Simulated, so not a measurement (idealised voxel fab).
process module | voxel quadruple lines
cross-section cut | 275 nm wide | cells 5 nm
A cross-section is a grid of square cells, given in bands from the top down. A band is one or more rows of cells.
Each band's line starts with the height of the band's top and of its bottom, in nm. Then come its materials from left to right, each with its width in nm. One material with "throughout" fills the band from edge to edge. "air" is empty space.
Height 0 is the level under which the wafer as received is all one material. The lowest band goes on downwards, as in "0 down".
A width such as "30 to 40" changes by the same amount from each row of cells to the next, from the band's top row to its bottom row.
"no change" after a step means that no cell of the cross-section changed.
closed voids: empty space of 8 cells or more with no open way to the top, each as width x height at its distance from the left edge, in nm
after a step's settings: what the simulator itself notes on the step
overlay nm, on a step with a mask: how far to the right of its planned place the mask lay; to the left if negative
plan
1 op RECEIVE | material Si
2 op CONFORMAL_DEP | material SiO2 | thk nm 5
3 op DIRECTIONAL_DEP | material Ru | thk nm 15
4 op DIRECTIONAL_DEP | material polySi | thk nm 20
5 op DIRECTIONAL_DEP | material aC | thk nm 20
6 op PATTERN | tone cover | mask id MANDREL | material resist | width nm 20 | thk nm 30 | overlay nm 0
7 op DIRECTIONAL_ETCH | etch materials aC | depth nm 20
8 op STRIP | etch materials resist
9 op CONFORMAL_DEP | material SiO2 | thk nm 10
10 op DIRECTIONAL_ETCH | etch materials SiO2 | depth nm 10
11 op STRIP | etch materials aC
12 op DIRECTIONAL_ETCH | etch materials polySi | depth nm 20
13 op STRIP | etch materials SiO2
14 op CONFORMAL_DEP | material SiN | thk nm 10
15 op DIRECTIONAL_ETCH | etch materials SiN | depth nm 10
16 op STRIP | etch materials polySi
17 op DIRECTIONAL_ETCH | etch materials Ru | depth nm 15
18 op STRIP | etch materials SiN
varied across the wafers: width nm of step 6. The plan shows the first wafer's value. All wafers start alike
first wafer as received, after step 1
  0 down: Si throughout
  closed voids: none
each wafer at the end: cells of each material gained (+) or lost (-) since it was received, then its closed voids
width nm 20 | +24 Ru | +55 SiO2 | closed voids: none
width nm 25 | +24 Ru | +55 SiO2 | closed voids: none
width nm 30 | +24 Ru | +55 SiO2 | closed voids: none
width nm 35 | +24 Ru | +55 SiO2 | closed voids: none
width nm 40 | +24 Ru | +55 SiO2 | closed voids: none
width nm 45 | +24 Ru | +55 SiO2 | closed voids: none
